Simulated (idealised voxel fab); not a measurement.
Title: Process Module voxel gate over fins
For reference, the cross-section in this document is cut, with width 185 nm and square cells of 5 nm.
Cross-section layout: square cells on a grid; listed as bands, top to bottom; a band spans one or more cell rows.
Heights first: top, then bottom, in nm. Then materials, left to right, each with a width in nm. "everywhere" on a single material: fills the band edge to edge. "blank": empty space.
Height datum 0, below which the as-received substrate wafer is one material. Lowest band open at the bottom, running downward: "from 0 down".
A width such as "30..40" changes by the same amount from each row of cells to the next, from the band's top row to its bottom row.
Step note "remained unchanged" = no cross-section cell changed.
The list in "Trapped cavities" covers empty spaces of 8 cells or more that cannot reach the top through any open way, and it gives each as width x height at distance; the distance is from the left edge, and width, height and distance are in nm.
It should be noted that, on the line of a given step, the content following the step's settings is a remark produced by the simulator itself with respect to that step.
On any step carrying a mask, the "overlay nm" setting, if present on the step's line, tells how far right of its planned place the mask lay; negative values point to the left.

The steps planned for the process are as follows
step 1: RECEIVE: material Si
step 2: CONFORMAL_DEP: material SiN, thk nm 5
step 3: DIRECTIONAL_DEP: material aC, thk nm 10
step 4: PATTERN: tone cover, mask id FINS, material resist, width nm 15, pitch nm 60, thk nm 25, overlay nm 0
step 5: DIRECTIONAL_ETCH: etch materials aC, depth nm 10
step 6: STRIP: etch materials resist
step 7: DIRECTIONAL_ETCH: etch materials SiN, depth nm 5
step 8: DIRECTIONAL_ETCH: etch materials Si, depth nm 40
step 9: STRIP: etch materials aC
step 10: FILL_DEP: material SiO2, thk nm 10
step 11: CMP: height nm 5
step 12: PATTERN: tone open, mask id RAIL, material resist, width nm 15, thk nm 20, overlay nm 0
step 13: DIRECTIONAL_ETCH: etch materials SiO2, depth nm 40
step 14: STRIP: etch materials resist
step 15: CONFORMAL_DEP: material TiN, thk nm 5
step 16: FILL_DEP: material Ru, thk nm 5
step 17: CMP: height nm 5
step 18: SELECTIVE_ETCH: etch materials W Ru TiN, depth nm 30
step 19: FILL_DEP: material SiO2, thk nm 5
step 20: CMP: height nm 5
step 21: SELECTIVE_ETCH: etch materials SiO2, depth nm 20
step 22: STRIP: etch materials SiN
step 23: CONFORMAL_DEP: material HfO2, thk nm 5
step 24: CONFORMAL_DEP: material TiN, thk nm 5
step 25: FILL_DEP: material W, thk nm 15
step 26: CMP: height nm 20
step 27: CONFORMAL_DEP: material SiN, thk nm 10

Wafer at receipt (post step 1), cross-section
    from 0 down = Si everywhere
    Trapped cavities: none

Wafer cross-section at end of module: start and plan as shown above, one execution error
    from 30 to 20 = SiN everywhere
    from 20 to 10 = W everywhere
    from 10 to 5 = 45 of W | 35 of TiN | 25 of W | 35 of TiN | 45 of W
    from 5 to 0 = 45 of W | 5 of TiN | 25 of HfO2 | 5 of TiN | 25 of W | 5 of TiN | 25 of HfO2 | 5 of TiN | 45 of W
    from 0 to -15 = 45 of W | 5 of TiN | 5 of HfO2 | 15 of Si | 5 of HfO2 | 5 of TiN | 25 of W | 5 of TiN | 5 of HfO2 | 15 of Si | 5 of HfO2 | 5 of TiN | 45 of W
    from -15 to -20 = 50 of TiN | 5 of HfO2 | 15 of Si | 5 of HfO2 | 35 of TiN | 5 of HfO2 | 15 of Si | 5 of HfO2 | 50 of TiN
    from -20 to -25 = 55 of HfO2 | 15 of Si | 45 of HfO2 | 15 of Si | 55 of HfO2
    from -25 to -30 = 55 of SiO2 | 15 of Si | 15 of SiO2 | 5 of TiN | 5 of Ru | 5 of TiN | 15 of SiO2 | 15 of Si | 55 of SiO2
    from -30 to -35 = 55 of SiO2 | 15 of Si | 15 of SiO2 | 15 of TiN | 15 of SiO2 | 15 of Si | 55 of SiO2
    from -35 to -40 = 55 of SiO2 | 15 of Si | 45 of SiO2 | 15 of Si | 55 of SiO2
    from -40 down = Si everywhere
    Trapped cavities: none
Run error: step 21 did not use the planned setting and instead ran as SELECTIVE_ETCH: etch materials SiO2, depth nm 30
